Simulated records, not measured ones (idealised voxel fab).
Herein follows the process module entitled voxel transistor to metal.
Displayed cross-section: cut, width of 190 nm, square cells sized 5 nm.
For the purposes of this document, a cross-section shall be understood as a grid of square cells, specified as bands listed in top-to-bottom order, each band consisting of one or more rows of cells.
Per band: top height and bottom height in nm, followed by the left-to-right materials and their widths in nm; "edge to edge" marks a single material spanning edge to edge, "blank" marks empty space.
We count height from 0. Below that, the starting wafer is all one material. The lowest band never ends at the bottom but goes on down; see "0 nm and below" for how that is written.
It should be noted that a width expressed as "30..40" varies in equal increments from row to row of cells within the band, taking the value of the first number at the top row and that of the second number at the bottom row.
"stayed the same" for a step: no cell of the cross-section changed in that step.
"Closed void inventory" lists enclosed empty spaces (at least 8 cells, no open path upward to the top), each as width x height at distance from the left edge, in nm.
What comes after the settings on a step's line is commentary from the simulator itself on that step.
"overlay nm" answers the question of how far to the right of plan the mask lay on a step that has a mask, and when it is negative the answer is to the left.

Planned process steps:
1) op RECEIVE | material Si
2) op OXIDIZE | depth nm 5
3) op CONFORMAL_DEP | material SiN | thk nm 10
4) op MASKED_ETCH | tone cover | mask id ACTIVE | width nm 125 | etch materials SiN | depth nm 10 | overlay nm 0
5) op MASKED_ETCH | tone cover | mask id ACTIVE | width nm 125 | etch materials SiO2 | depth nm 5 | overlay nm 0
6) op MASKED_ETCH | tone cover | mask id ACTIVE | width nm 125 | etch materials Si | depth nm 20 | overlay nm -15
7) op OXIDIZE | depth nm 5
8) op FILL_DEP | material SiO2 | thk nm 5
9) op CMP | height nm 10
10) op SELECTIVE_ETCH | etch materials SiO2 | depth nm 5
11) op STRIP | etch materials SiN
12) op SELECTIVE_ETCH | etch materials SiO2 | depth nm 5
13) op OXIDIZE | depth nm 5
14) op DIRECTIONAL_DEP | material polySi | thk nm 30
15) op DIRECTIONAL_DEP | material SiCN | thk nm 10
16) op MASKED_ETCH | tone cover | mask id GATE | width nm 35 | etch materials SiCN | depth nm 20 | overlay nm 0
17) op MASKED_ETCH | tone cover | mask id GATE | width nm 35 | etch materials polySi | depth nm 40 | overlay nm 0
18) op CONFORMAL_DEP | material SiN | thk nm 5
19) op DIRECTIONAL_ETCH | etch materials SiN | depth nm 5
20) op DIRECTIONAL_ETCH | etch materials SiO2 | depth nm 5
21) op EPI | material pSi | thk nm 5
22) op FILL_DEP | material SiO2 | thk nm 10
23) op CMP | height nm 25
24) op STRIP | etch materials polySi
25) op SELECTIVE_ETCH | etch materials SiO2 | depth nm 5
26) op CONFORMAL_DEP | material HfO2 | thk nm 5
27) op CONFORMAL_DEP | material TiN | thk nm 5
28) op FILL_DEP | material W | thk nm 5
29) op CMP | height nm 20
30) op DIRECTIONAL_DEP | material SiO2 | thk nm 10
31) op MASKED_ETCH | tone open | mask id CONTACT | width nm 20 | pitch nm 85 | etch materials SiO2 | depth nm 35 | overlay nm 0
32) op CONFORMAL_DEP | material TiN | thk nm 5
33) op FILL_DEP | material Ru | thk nm 5
34) op CMP | height nm 30
35) op CONFORMAL_DEP | material SiCN | thk nm 5
36) op DIRECTIONAL_DEP | material SiO2 | thk nm 25
37) op PATTERN | tone open | mask id METAL_1 | material resist | width nm 20 | pitch nm 85 | thk nm 15 | overlay nm 0
38) op DIRECTIONAL_ETCH | etch materials SiO2 | depth nm 25
39) op DIRECTIONAL_ETCH | etch materials SiCN | depth nm 5
40) op STRIP | etch materials resist
41) op CONFORMAL_DEP | material TiN | thk nm 5
42) op FILL_DEP | material Cu | thk nm 5
43) op CMP | height nm 60
44) op EPI | material Ru | thk nm 5
45) op FILL_DEP | material SiCN | thk nm 5
46) op DIRECTIONAL_DEP | material lowk | thk nm 30
47) op PATTERN | tone open | mask id METAL_2_HOLES | material resist | width nm 15 | pitch nm 85 | thk nm 15 | overlay nm 0
48) op DIRECTIONAL_ETCH | etch materials lowk | depth nm 30
49) op STRIP | etch materials resist
50) op PATTERN | tone open | mask id METAL_2 | material resist | width nm 20 | pitch nm 85 | thk nm 15 | overlay nm 0
51) op DIRECTIONAL_ETCH | etch materials lowk | depth nm 20
52) op DIRECTIONAL_ETCH | etch materials SiCN | depth nm 5
53) op STRIP | etch materials resist
54) op CONFORMAL_DEP | material TiN | thk nm 5
55) op FILL_DEP | material Cu | thk nm 5
56) op CMP | height nm 100
57) op CONFORMAL_DEP | material SiN | thk nm 5
Quick note for whoever runs this: the wafers start identical, but the overlay nm at step 6 isn't the same across them. The plan just shows what the first wafer had.

Cross-section of the first incoming wafer of several, state after step 1:
    0 nm and below: Si edge to edge
    Closed void inventory: none

Per wafer, end of module: cells gained (+) or lost (-) per material since receipt, then closed voids:
overlay nm -15 | +38 Cu | +19 HfO2 | +36 Ru | -124 Si | +88 SiCN | +50 SiN | +374 SiO2 | +105 TiN | +12 W | +184 lowk | +16 pSi | Closed void inventory: none
overlay nm -10 | +38 Cu | +19 HfO2 | +36 Ru | -128 Si | +88 SiCN | +50 SiN | +378 SiO2 | +105 TiN | +12 W | +184 lowk | +16 pSi | Closed void inventory: none
overlay nm -5 | +38 Cu | +19 HfO2 | +36 Ru | -132 Si | +88 SiCN | +50 SiN | +382 SiO2 | +105 TiN | +12 W | +184 lowk | +16 pSi | Closed void inventory: none
overlay nm 0 | +38 Cu | +19 HfO2 | +36 Ru | -136 Si | +88 SiCN | +50 SiN | +386 SiO2 | +105 TiN | +12 W | +184 lowk | +16 pSi | Closed void inventory: none
overlay nm 5 | +38 Cu | +19 HfO2 | +36 Ru | -132 Si | +88 SiCN | +50 SiN | +382 SiO2 | +105 TiN | +12 W | +184 lowk | +16 pSi | Closed void inventory: none
overlay nm 10 | +38 Cu | +19 HfO2 | +36 Ru | -128 Si | +88 SiCN | +50 SiN | +378 SiO2 | +105 TiN | +12 W | +184 lowk | +16 pSi | Closed void inventory: none
overlay nm 15 | +38 Cu | +19 HfO2 | +36 Ru | -124 Si | +88 SiCN | +50 SiN | +374 SiO2 | +105 TiN | +12 W | +184 lowk | +16 pSi | Closed void inventory: none
